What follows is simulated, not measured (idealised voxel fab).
Proc. module: voxel self aligned vias
We display cut, a cross-section 205 nm in width whose square cells are each 5 nm.
Format of a cross-section: grid, square cells. Given as bands. Order: top down. Band: one or more rows of cells.
Quick guide to a band line: top height, bottom height (nm) up front; then every material left to right with its width in nm. Only one material and it's marked "edge to edge"? Then it fills the band edge to edge. And "air" just means empty space.
The reference from which all heights are counted is 0, the level beneath which the as-received wafer is entirely one material; the lowest band, having no lower bound, proceeds downward and is written after the example "0 nm and below".
With a width like "30->40", each row of cells in the band differs from the next by the same amount, the top row carrying the first number and the bottom row the second.
"nothing got changed" -> step changed no cross-section cell.
The entry titled "Closed void catalog" provides the empty spaces that have no open way to the top, restricted to those of 8 cells or more. Each is presented as width x height at distance, the distance being measured from the left edge, with all three in nm.
The remark found on a step's line after its settings is issued by the simulator itself and pertains to that step.
overlay nm: mask offset rightward from planned place, masked step; negative means leftward offset.
The process steps that were planned are listed below
1) RECEIVE, material Si
2) CONFORMAL_DEP, material SiO2, thk nm 10
3) CONFORMAL_DEP, material SiCN, thk nm 5
4) DIRECTIONAL_DEP, material lowk, thk nm 20
5) DIRECTIONAL_DEP, material aC, thk nm 10
6) PATTERN, tone open, mask id LINES, material resist, width nm 30, pitch nm 80, thk nm 30, overlay nm 0
7) DIRECTIONAL_ETCH, etch materials aC, depth nm 10
8) STRIP, etch materials resist
9) DIRECTIONAL_ETCH, etch materials lowk, depth nm 20
10) STRIP, etch materials aC
11) CONFORMAL_DEP, material TiN, thk nm 5
12) FILL_DEP, material Ru, thk nm 5
13) CMP, height nm 35
14) SELECTIVE_ETCH, etch materials W Ru TiN, depth nm 10
15) FILL_DEP, material SiN, thk nm 10
16) CMP, height nm 35
17) DIRECTIONAL_DEP, material lowk, thk nm 15
18) DIRECTIONAL_DEP, material aC, thk nm 10
19) PATTERN, tone open, mask id VIAS, material resist, width nm 50, thk nm 30, overlay nm 0
20) DIRECTIONAL_ETCH, etch materials aC, depth nm 10
21) STRIP, etch materials resist
22) DIRECTIONAL_ETCH, etch materials lowk, depth nm 15
23) DIRECTIONAL_ETCH, etch materials SiN, depth nm 10
24) STRIP, etch materials aC
25) CONFORMAL_DEP, material TiN, thk nm 5
26) FILL_DEP, material W, thk nm 10
27) CMP, height nm 50
28) CONFORMAL_DEP, material SiN, thk nm 5
First of the two wafers, run per plan
The cross-section here shows the wafer as received, i.e. in its state after step 1
	0 nm and below  Si edge to edge
	Closed void catalog: none
Upon completion of step 2, the wafer appears in cross-section as shown
	10 nm to 0 nm  SiO2 edge to edge
	below 0: unchanged
Upon completion of step 3, the wafer appears in cross-section as shown
	15 nm to 10 nm  SiCN edge to edge
	below 10: unchanged
Upon completion of step 4, the wafer appears in cross-section as shown
	35 nm to 15 nm  lowk edge to edge
	below 15: unchanged
Upon completion of step 5, the wafer appears in cross-section as shown
	45 nm to 35 nm  aC edge to edge
	below 35: unchanged
Upon completion of step 6, the wafer appears in cross-section as shown
	75 nm to 45 nm  45 of resist / 30 of air / 50 of resist / 30 of air / 50 of resist
	below 45: unchanged
Upon completion of step 7, the wafer appears in cross-section as shown
	65 nm to 45 nm  45 of resist / 30 of air / 50 of resist / 30 of air / 50 of resist
	45 nm to 35 nm  45 of aC / 30 of air / 50 of aC / 30 of air / 50 of aC
	below 35: unchanged
Upon completion of step 8, the wafer appears in cross-section as shown
	45 nm to 35 nm  45 of aC / 30 of air / 50 of aC / 30 of air / 50 of aC
	below 35: unchanged
Upon completion of step 9, the wafer appears in cross-section as shown
	45 nm to 35 nm  45 of aC / 30 of air / 50 of aC / 30 of air / 50 of aC
	35 nm to 15 nm  45 of lowk / 30 of air / 50 of lowk / 30 of air / 50 of lowk
	below 15: unchanged
Upon completion of step 10, the wafer appears in cross-section as shown
	35 nm to 15 nm  45 of lowk / 30 of air / 50 of lowk / 30 of air / 50 of lowk
	below 15: unchanged
Upon completion of step 11, the wafer appears in cross-section as shown
	40 nm to 35 nm  50 of TiN / 20 of air / 60 of TiN / 20 of air / 55 of TiN
	35 nm to 20 nm  45 of lowk / 5 of TiN / 20 of air / 5 of TiN / 50 of lowk / 5 of TiN / 20 of air / 5 of TiN / 50 of lowk
	20 nm to 15 nm  45 of lowk / 30 of TiN / 50 of lowk / 30 of TiN / 50 of lowk
	below 15: unchanged
Upon completion of step 12, the wafer appears in cross-section as shown
	45 nm to 40 nm  Ru edge to edge
	40 nm to 35 nm  50 of TiN / 20 of Ru / 60 of TiN / 20 of Ru / 55 of TiN
	35 nm to 20 nm  45 of lowk / 5 of TiN / 20 of Ru / 5 of TiN / 50 of lowk / 5 of TiN / 20 of Ru / 5 of TiN / 50 of lowk
	below 20: unchanged
Upon completion of step 13, the wafer appears in cross-section as shown
	35 nm to 20 nm  45 of lowk / 5 of TiN / 20 of Ru / 5 of TiN / 50 of lowk / 5 of TiN / 20 of Ru / 5 of TiN / 50 of lowk
	below 20: unchanged
Upon completion of step 14, the wafer appears in cross-section as shown
	35 nm to 25 nm  45 of lowk / 30 of air / 50 of lowk / 30 of air / 50 of lowk
	below 25: unchanged
Upon completion of step 15, the wafer appears in cross-section as shown
	45 nm to 35 nm  SiN edge to edge
	35 nm to 25 nm  45 of lowk / 30 of SiN / 50 of lowk / 30 of SiN / 50 of lowk
	below 25: unchanged
Upon completion of step 16, the wafer appears in cross-section as shown
	35 nm to 25 nm  45 of lowk / 30 of SiN / 50 of lowk / 30 of SiN / 50 of lowk
	below 25: unchanged
Upon completion of step 17, the wafer appears in cross-section as shown
	50 nm to 35 nm  lowk edge to edge
	below 35: unchanged
Upon completion of step 18, the wafer appears in cross-section as shown
	60 nm to 50 nm  aC edge to edge
	below 50: unchanged
Upon completion of step 19, the wafer appears in cross-section as shown
	90 nm to 60 nm  35 of resist / 50 of air / 120 of resist
	below 60: unchanged
Upon completion of step 20, the wafer appears in cross-section as shown
	80 nm to 60 nm  35 of resist / 50 of air / 120 of resist
	60 nm to 50 nm  35 of aC / 50 of air / 120 of aC
	below 50: unchanged
Upon completion of step 21, the wafer appears in cross-section as shown
	60 nm to 50 nm  35 of aC / 50 of air / 120 of aC
	below 50: unchanged
Upon completion of step 22, the wafer appears in cross-section as shown
	60 nm to 50 nm  35 of aC / 50 of air / 120 of aC
	50 nm to 35 nm  35 of lowk / 50 of air / 120 of lowk
	below 35: unchanged
Upon completion of step 23, the wafer appears in cross-section as shown
	60 nm to 50 nm  35 of aC / 50 of air / 120 of aC
	50 nm to 35 nm  35 of lowk / 50 of air / 120 of lowk
	35 nm to 25 nm  45 of lowk / 30 of air / 50 of lowk / 30 of SiN / 50 of lowk
	below 25: unchanged
Upon completion of step 24, the wafer appears in cross-section as shown
	50 nm to 35 nm  35 of lowk / 50 of air / 120 of lowk
	below 35: unchanged
Upon completion of step 25, the wafer appears in cross-section as shown
	55 nm to 50 nm  40 of TiN / 40 of air / 125 of TiN
	50 nm to 40 nm  35 of lowk / 5 of TiN / 40 of air / 5 of TiN / 120 of lowk
	40 nm to 35 nm  35 of lowk / 15 of TiN / 20 of air / 15 of TiN / 120 of lowk
	35 nm to 30 nm  45 of lowk / 5 of TiN / 20 of air / 5 of TiN / 50 of lowk / 30 of SiN / 50 of lowk
	30 nm to 25 nm  45 of lowk / 30 of TiN / 50 of lowk / 30 of SiN / 50 of lowk
	below 25: unchanged
Upon completion of step 26, the wafer appears in cross-section as shown
	65 nm to 55 nm  W edge to edge
	55 nm to 50 nm  40 of TiN / 40 of W / 125 of TiN
	50 nm to 40 nm  35 of lowk / 5 of TiN / 40 of W / 5 of TiN / 120 of lowk
	40 nm to 35 nm  35 of lowk / 15 of TiN / 20 of W / 15 of TiN / 120 of lowk
	35 nm to 30 nm  45 of lowk / 5 of TiN / 20 of W / 5 of TiN / 50 of lowk / 30 of SiN / 50 of lowk
	below 30: unchanged
Upon completion of step 27, the wafer appears in cross-section as shown
	50 nm to 40 nm  35 of lowk / 5 of TiN / 40 of W / 5 of TiN / 120 of lowk
	below 40: unchanged
Upon completion of step 28, the wafer appears in cross-section as shown
	55 nm to 50 nm  SiN edge to edge
	below 50: unchanged
Second wafer. Start and plan as for the first. One mistake made in running. Agrees with the first up to and including step 1
Second wafer cross-section, taken as of the time the plan sets for step 2 to be done: nothing got changed
Second wafer cross-section, taken as of the time the plan sets for step 3 to be done
	5 nm to 0 nm  SiCN edge to edge
	below 0: unchanged
Second wafer cross-section, taken as of the time the plan sets for step 4 to be done
	25 nm to 5 nm  lowk edge to edge
	below 5: unchanged
Second wafer cross-section, taken as of the time the plan sets for step 5 to be done
	35 nm to 25 nm  aC edge to edge
	below 25: unchanged
Second wafer cross-section, taken as of the time the plan sets for step 6 to be done
	65 nm to 35 nm  45 of resist / 30 of air / 50 of resist / 30 of air / 50 of resist
	below 35: unchanged
Second wafer cross-section, taken as of the time the plan sets for step 7 to be done
	55 nm to 35 nm  45 of resist / 30 of air / 50 of resist / 30 of air / 50 of resist
	35 nm to 25 nm  45 of aC / 30 of air / 50 of aC / 30 of air / 50 of aC
	below 25: unchanged
Second wafer cross-section, taken as of the time the plan sets for step 8 to be done
	35 nm to 25 nm  45 of aC / 30 of air / 50 of aC / 30 of air / 50 of aC
	below 25: unchanged
Second wafer cross-section, taken as of the time the plan sets for step 9 to be done
	35 nm to 25 nm  45 of aC / 30 of air / 50 of aC / 30 of air / 50 of aC
	25 nm to 5 nm  45 of lowk / 30 of air / 50 of lowk / 30 of air / 50 of lowk
	below 5: unchanged
Second wafer cross-section, taken as of the time the plan sets for step 10 to be done
	25 nm to 5 nm  45 of lowk / 30 of air / 50 of lowk / 30 of air / 50 of lowk
	below 5: unchanged
Second wafer cross-section, taken as of the time the plan sets for step 11 to be done
	30 nm to 25 nm  50 of TiN / 20 of air / 60 of TiN / 20 of air / 55 of TiN
	25 nm to 10 nm  45 of lowk / 5 of TiN / 20 of air / 5 of TiN / 50 of lowk / 5 of TiN / 20 of air / 5 of TiN / 50 of lowk
	10 nm to 5 nm  45 of lowk / 30 of TiN / 50 of lowk / 30 of TiN / 50 of lowk
	below 5: unchanged
Second wafer cross-section, taken as of the time the plan sets for step 12 to be done
	35 nm to 30 nm  Ru edge to edge
	30 nm to 25 nm  50 of TiN / 20 of Ru / 60 of TiN / 20 of Ru / 55 of TiN
	25 nm to 10 nm  45 of lowk / 5 of TiN / 20 of Ru / 5 of TiN / 50 of lowk / 5 of TiN / 20 of Ru / 5 of TiN / 50 of lowk
	below 10: unchanged
Second wafer cross-section, taken as of the time the plan sets for step 13 to be done: nothing got changed
Second wafer cross-section, taken as of the time the plan sets for step 14 to be done
	25 nm to 10 nm  45 of lowk / 5 of TiN / 20 of Ru / 5 of TiN / 50 of lowk / 5 of TiN / 20 of Ru / 5 of TiN / 50 of lowk
	below 10: unchanged
Second wafer cross-section, taken as of the time the plan sets for step 15 to be done
	35 nm to 25 nm  SiN edge to edge
	below 25: unchanged
Second wafer cross-section, taken as of the time the plan sets for step 16 to be done: nothing got changed
Second wafer cross-section, taken as of the time the plan sets for step 17 to be done
	50 nm to 35 nm  lowk edge to edge
	below 35: unchanged
Second wafer cross-section, taken as of the time the plan sets for step 18 to be done
	60 nm to 50 nm  aC edge to edge
	below 50: unchanged
Second wafer cross-section, taken as of the time the plan sets for step 19 to be done
	90 nm to 60 nm  35 of resist / 50 of air / 120 of resist
	below 60: unchanged
Second wafer cross-section, taken as of the time the plan sets for step 20 to be done
	80 nm to 60 nm  35 of resist / 50 of air / 120 of resist
	60 nm to 50 nm  35 of aC / 50 of air / 120 of aC
	below 50: unchanged
Second wafer cross-section, taken as of the time the plan sets for step 21 to be done
	60 nm to 50 nm  35 of aC / 50 of air / 120 of aC
	below 50: unchanged
Second wafer cross-section, taken as of the time the plan sets for step 22 to be done
	60 nm to 50 nm  35 of aC / 50 of air / 120 of aC
	50 nm to 35 nm  35 of lowk / 50 of air / 120 of lowk
	below 35: unchanged
Second wafer cross-section, taken as of the time the plan sets for step 23 to be done
	60 nm to 50 nm  35 of aC / 50 of air / 120 of aC
	50 nm to 35 nm  35 of lowk / 50 of air / 120 of lowk
	35 nm to 25 nm  35 of SiN / 50 of air / 120 of SiN
	below 25: unchanged
Second wafer cross-section, taken as of the time the plan sets for step 24 to be done
	50 nm to 35 nm  35 of lowk / 50 of air / 120 of lowk
	below 35: unchanged
Second wafer cross-section, taken as of the time the plan sets for step 25 to be done
	55 nm to 50 nm  40 of TiN / 40 of air / 125 of TiN
	50 nm to 35 nm  35 of lowk / 5 of TiN / 40 of air / 5 of TiN / 120 of lowk
	35 nm to 30 nm  35 of SiN / 5 of TiN / 40 of air / 5 of TiN / 120 of SiN
	30 nm to 25 nm  35 of SiN / 50 of TiN / 120 of SiN
	below 25: unchanged
Second wafer cross-section, taken as of the time the plan sets for step 26 to be done
	65 nm to 55 nm  W edge to edge
	55 nm to 50 nm  40 of TiN / 40 of W / 125 of TiN
	50 nm to 35 nm  35 of lowk / 5 of TiN / 40 of W / 5 of TiN / 120 of lowk
	35 nm to 30 nm  35 of SiN / 5 of TiN / 40 of W / 5 of TiN / 120 of SiN
	below 30: unchanged
Second wafer cross-section, taken as of the time the plan sets for step 27 to be done
	50 nm to 35 nm  35 of lowk / 5 of TiN / 40 of W / 5 of TiN / 120 of lowk
	below 35: unchanged
Second wafer cross-section, taken as of the time the plan sets for step 28 to be done
	55 nm to 50 nm  SiN edge to edge
	below 50: unchanged
Where did the run depart from the plan? step 2 of the plan did not run at all; it was left out
Per the end-of-run cell counts, the second wafer holds more or fewer of some materials than the first: Ru: 16 more | SiN: 50 more | SiO2: 82 fewer | TiN: 8 more | W: 8 more
